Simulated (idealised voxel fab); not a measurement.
voxel trench capacitor: a process module
Pictured: cross-section cut, 240 nm wide, on a grid of 5 nm square cells.
Throughout this document, each cross-section is represented as a grid of square cells and is presented as a sequence of bands enumerated from the top downward, where a band comprises one or more rows of cells.
This entry defines a band. It first specifies the height of the band's top and the height of its bottom in nm, and then specifies the band's materials from left to right, stating each material with its width in nm. The word "full width" identifies a single material that fills the band from edge to edge, while the word "air" identifies empty space.
Heads up on the height convention: 0 is the point under which the incoming wafer is all one material, and the lowest band has no bottom, it just keeps going down, like "top 0, no bottom".
The expression "30 to 40" gives the width at the extremes of the band, the first number at its top row of cells and the second at its bottom row, with the width changing by equal amounts from each row to the next in between.
"nothing was modified" means the step left every cell of the cross-section as it was.
"Entrapped voids" lists enclosed empty spaces (at least 8 cells, no open path upward to the top), each as width x height at distance from the left edge, in nm.
It should be noted that, on the line of a given step, the content following the step's settings is a remark produced by the simulator itself with respect to that step.
When a step includes a mask, the "overlay nm" setting on its line states how far to the right of its planned place that mask lay, and negative values state how far to the left.
[This section lists the process steps that were planned]
step 1: RECEIVE,material Si
step 2: CONFORMAL_DEP,material SiN,thk nm 10
step 3: MASKED_ETCH,tone open,mask id TRENCH,width nm 30,pitch nm 60,etch materials SiN,depth nm 10,overlay nm 0
step 4: MASKED_ETCH,tone open,mask id TRENCH,width nm 30,pitch nm 60,etch materials Si,depth nm 30,overlay nm 0
step 5: CONFORMAL_DEP,material Al2O3,thk nm 5
step 6: CONFORMAL_DEP,material TiN,thk nm 5
step 7: FILL_DEP,material W,thk nm 10
step 8: CMP,height nm 10
[Cross-sectional view of the wafer in its as-received condition, corresponding to the state after step 1]
	top 0, no bottom | Si full width
	Entrapped voids: none
[Cross-sectional view of the first of the two wafers upon completion of the module, processed in accordance with the plan]
	top 10, bottom 0 | 45 SiN; 5 Al2O3; 5 TiN; 10 W; 5 TiN; 5 Al2O3; 30 SiN; 5 Al2O3; 5 TiN; 10 W; 5 TiN; 5 Al2O3; 30 SiN; 5 Al2O3; 5 TiN; 10 W; 5 TiN; 5 Al2O3; 45 SiN
	top 0, bottom -20 | 45 Si; 5 Al2O3; 5 TiN; 10 W; 5 TiN; 5 Al2O3; 30 Si; 5 Al2O3; 5 TiN; 10 W; 5 TiN; 5 Al2O3; 30 Si; 5 Al2O3; 5 TiN; 10 W; 5 TiN; 5 Al2O3; 45 Si
	top -20, bottom -25 | 45 Si; 5 Al2O3; 20 TiN; 5 Al2O3; 30 Si; 5 Al2O3; 20 TiN; 5 Al2O3; 30 Si; 5 Al2O3; 20 TiN; 5 Al2O3; 45 Si
	top -25, bottom -30 | 45 Si; 30 Al2O3; 30 Si; 30 Al2O3; 30 Si; 30 Al2O3; 45 Si
	top -30, no bottom | Si full width
	Entrapped voids: none
[Second wafer cross-section at end of module - shared start and plan with the first, one mistake in the run]
	top 10, bottom 0 | 45 SiN; 5 TiN; 5 Al2O3; 10 W; 5 Al2O3; 5 TiN; 30 SiN; 5 TiN; 5 Al2O3; 10 W; 5 Al2O3; 5 TiN; 30 SiN; 5 TiN; 5 Al2O3; 10 W; 5 Al2O3; 5 TiN; 45 SiN
	top 0, bottom -20 | 45 Si; 5 TiN; 5 Al2O3; 10 W; 5 Al2O3; 5 TiN; 30 Si; 5 TiN; 5 Al2O3; 10 W; 5 Al2O3; 5 TiN; 30 Si; 5 TiN; 5 Al2O3; 10 W; 5 Al2O3; 5 TiN; 45 Si
	top -20, bottom -25 | 45 Si; 5 TiN; 20 Al2O3; 5 TiN; 30 Si; 5 TiN; 20 Al2O3; 5 TiN; 30 Si; 5 TiN; 20 Al2O3; 5 TiN; 45 Si
	top -25, bottom -30 | 45 Si; 30 TiN; 30 Si; 30 TiN; 30 Si; 30 TiN; 45 Si
	top -30, no bottom | Si full width
	Entrapped voids: none
Where did the run depart from the plan? the run placed steps 5 and 6 each in the position the plan gave to the other
Final cells, second wafer relative to first, materials higher or lower: -12 Al2O3; +12 TiN
